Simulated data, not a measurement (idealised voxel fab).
The document below concerns the process module designated voxel capacitor over wiring.
It is cross-section cut that appears here, measuring 235 nm in width, its square cells being 5 nm in size.
We lay out every cross-section as a grid of square cells and spell it out in bands from the top down, where one band means one or more rows of cells.
Top height, bottom height, nm. Materials left to right, width each, nm. Single material + "everywhere" = fills band edge to edge. "empty" = empty.
We count height from 0. Below that, the starting wafer is all one material. The lowest band never ends at the bottom but goes on down; see "0..down" for how that is written.
Per-row width for "30 to 40": begins at first number (top row of band), ends at second number (bottom row), increment between rows held constant.
A step reported as "stayed the same" is a step in which no cell of the cross-section changed.
"Closed void entries" means: voids of 8 cells or more that are shut off from the top with no open way through. Written width x height at distance, distance from the left edge, in nm.
Step line, after settings: the simulator's comment on this step.
The "overlay nm" setting may appear on a step's line; for a step that uses a mask, it gives how far to the right of its planned position the mask lay, and a negative value indicates the left.

**Set out below are the planned steps of the process**
1. RECEIVE (material Si)
2. CONFORMAL_DEP (material SiO2; thk nm 15)
3. CONFORMAL_DEP (material SiCN; thk nm 5)
4. DIRECTIONAL_DEP (material lowk; thk nm 20)
5. DIRECTIONAL_DEP (material aC; thk nm 10)
6. PATTERN (tone open; mask id METAL_1; material resist; width nm 25; pitch nm 85; thk nm 25; overlay nm 0)
7. DIRECTIONAL_ETCH (etch materials aC; depth nm 10)
8. STRIP (etch materials resist)
9. DIRECTIONAL_ETCH (etch materials lowk; depth nm 20)
10. DIRECTIONAL_ETCH (etch materials SiCN; depth nm 5)
11. STRIP (etch materials aC)
12. CONFORMAL_DEP (material TiN; thk nm 5)
13. FILL_DEP (material Cu; thk nm 10)
14. CMP (height nm 40)
15. CONFORMAL_DEP (material SiCN; thk nm 5)
16. DIRECTIONAL_DEP (material SiO2; thk nm 15)
17. PATTERN (tone open; mask id PLUG_1; material resist; width nm 15; thk nm 20; overlay nm 0)
18. DIRECTIONAL_ETCH (etch materials SiO2; depth nm 15)
19. DIRECTIONAL_ETCH (etch materials SiCN; depth nm 5)
20. STRIP (etch materials resist)
21. CONFORMAL_DEP (material TiN; thk nm 5)
22. FILL_DEP (material Ru; thk nm 10)
23. CMP (height nm 60)
24. DIRECTIONAL_DEP (material TiN; thk nm 5)
25. DIRECTIONAL_DEP (material HfO2; thk nm 5)
26. DIRECTIONAL_DEP (material TiN; thk nm 5)
27. PATTERN (tone cover; mask id UPPER_PLATE; material resist; width nm 65; thk nm 20; overlay nm 0)
28. DIRECTIONAL_ETCH (etch materials TiN; depth nm 5)
29. DIRECTIONAL_ETCH (etch materials HfO2; depth nm 5)
30. STRIP (etch materials resist)
31. MASKED_ETCH (tone cover; mask id LOWER_PLATE; width nm 75; etch materials TiN; depth nm 5; overlay nm 0)
32. FILL_DEP (material SiO2; thk nm 15)
33. CMP (height nm 85)
34. PATTERN (tone open; mask id PLUG_2; material resist; width nm 15; thk nm 20; overlay nm 0)
35. DIRECTIONAL_ETCH (etch materials SiO2; depth nm 10)
36. STRIP (etch materials resist)
37. CONFORMAL_DEP (material TiN; thk nm 5)
38. FILL_DEP (material W; thk nm 5)
39. CMP (height nm 85)
40. CONFORMAL_DEP (material SiN; thk nm 5)

**Incoming wafer in cross-section (state: after step 1)**
- 0..down = Si everywhere
- Closed void entries: none

**Figure: cross-sectional view of the wafer upon completion of the module, processed from the initial state and according to the plan depicted above, with one error introduced during execution**
- 90..85 = SiN everywhere
- 85..80 = SiO2=80, then TiN=5, then W=5, then TiN=5, then SiO2=140
- 80..70 = SiO2=80 to 70, then TiN=15 to 65, then SiO2=140 to 100
- 70..65 = SiO2=70, then HfO2=65, then SiO2=100
- 65..60 = SiO2=65, then TiN=75, then SiO2=95
- 60..45 = SiO2=70, then TiN=5, then Ru=5, then TiN=5, then SiO2=150
- 45..40 = SiCN=70, then TiN=15, then SiCN=150
- 40..20 = Cu=55, then TiN=5, then lowk=25, then TiN=5, then Cu=50, then TiN=5, then lowk=25, then TiN=5, then Cu=60
- 20..15 = TiN=60, then SiCN=25, then TiN=60, then SiCN=25, then TiN=65
- 15..0 = SiO2 everywhere
- 0..down = Si everywhere
- Closed void entries: none
Want to know what went wrong? note that step 6 departed from the planned setting and was carried out as PATTERN (tone cover; mask id METAL_1; material resist; width nm 25; pitch nm 85; thk nm 25; overlay nm 0)
